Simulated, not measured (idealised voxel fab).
process module | voxel self aligned vias
cross-section cut | 190 nm wide | cells 5 nm
A cross-section is a grid of square cells, given in bands from the top down. A band is one or more rows of cells.
Each band's line starts with the height of the band's top and of its bottom, in nm. Then come its materials from left to right, each with its width in nm. One material with "throughout" fills the band from edge to edge. "air" is empty space.
Height 0 is the level under which the wafer as received is all one material. The lowest band goes on downwards, as in "0 down".
A width such as "30 to 40" changes by the same amount from each row of cells to the next, from the band's top row to its bottom row.
"no change" after a step means that no cell of the cross-section changed.
closed voids: empty space of 8 cells or more with no open way to the top, each as width x height at its distance from the left edge, in nm
after a step's settings: what the simulator itself notes on the step
overlay nm, on a step with a mask: how far to the right of its planned place the mask lay; to the left if negative
plan
1 op RECEIVE | material Si
2 op CONFORMAL_DEP | material SiO2 | thk nm 15
3 op CONFORMAL_DEP | material SiCN | thk nm 5
4 op DIRECTIONAL_DEP | material SiO2 | thk nm 30
5 op DIRECTIONAL_DEP | material aC | thk nm 10
6 op PATTERN | tone open | mask id LINES | material resist | width nm 25 | pitch nm 75 | thk nm 30 | overlay nm 0
7 op DIRECTIONAL_ETCH | etch materials aC | depth nm 10
8 op STRIP | etch materials resist
9 op DIRECTIONAL_ETCH | etch materials SiO2 | depth nm 30
10 op STRIP | etch materials aC
11 op CONFORMAL_DEP | material TiN | thk nm 5
12 op FILL_DEP | material W | thk nm 10
13 op CMP | height nm 50
14 op SELECTIVE_ETCH | etch materials W Ru TiN | depth nm 5
15 op FILL_DEP | material SiN | thk nm 5
16 op CMP | height nm 50
17 op DIRECTIONAL_DEP | material SiO2 | thk nm 20
18 op MASKED_ETCH | tone open | mask id VIAS | width nm 45 | pitch nm 75 | etch materials SiO2 | depth nm 20 | overlay nm 0
19 op MASKED_ETCH | tone open | mask id VIAS | width nm 45 | pitch nm 75 | etch materials SiN | depth nm 5 | overlay nm 0
20 op CONFORMAL_DEP | material TiN | thk nm 5
21 op FILL_DEP | material W | thk nm 5
22 op CMP | height nm 70
23 op CONFORMAL_DEP | material SiCN | thk nm 5
varied across the wafers: thk nm of step 3. The plan shows the first wafer's value. All wafers start alike
first wafer as received, after step 1
  0 down: Si throughout
  closed voids: none
first wafer at the end, after step 23
  75 to 70: SiCN throughout
  70 to 55: SiO2 35 | TiN 5 | W 35 | TiN 5 | SiO2 30 | TiN 5 | W 35 | TiN 5 | SiO2 35
  55 to 50: SiO2 35 | TiN 15 | W 15 | TiN 15 | SiO2 30 | TiN 15 | W 15 | TiN 15 | SiO2 35
  50 to 45: SiO2 45 | TiN 25 | SiO2 50 | TiN 25 | SiO2 45
  45 to 25: SiO2 45 | TiN 5 | W 15 | TiN 5 | SiO2 50 | TiN 5 | W 15 | TiN 5 | SiO2 45
  25 to 20: SiO2 45 | TiN 25 | SiO2 50 | TiN 25 | SiO2 45
  20 to 15: SiCN throughout
  15 to 0: SiO2 throughout
  0 down: Si throughout
  closed voids: none
last wafer at the end
  75 to 70: SiCN throughout
  70 to 55: SiO2 35 | TiN 5 | W 35 | TiN 5 | SiO2 30 | TiN 5 | W 35 | TiN 5 | SiO2 35
  55 to 50: SiO2 35 | TiN 15 | W 15 | TiN 15 | SiO2 30 | TiN 15 | W 15 | TiN 15 | SiO2 35
  50 to 45: SiO2 45 | TiN 25 | SiO2 50 | TiN 25 | SiO2 45
  45 to 40: SiO2 45 | TiN 5 | W 15 | TiN 5 | SiO2 50 | TiN 5 | W 15 | TiN 5 | SiO2 45
  40 to 35: SiO2 45 | TiN 25 | SiO2 50 | TiN 25 | SiO2 45
  35 to 15: SiCN throughout
  15 to 0: SiO2 throughout
  0 down: Si throughout
  closed voids: none
each wafer at the end: cells of each material gained (+) or lost (-) since it was received, then its closed voids
thk nm 5 | +76 SiCN | +362 SiO2 | +60 TiN | +72 W | closed voids: none
thk nm 10 | +114 SiCN | +334 SiO2 | +56 TiN | +66 W | closed voids: none
thk nm 15 | +152 SiCN | +306 SiO2 | +52 TiN | +60 W | closed voids: none
thk nm 20 | +190 SiCN | +278 SiO2 | +48 TiN | +54 W | closed voids: none
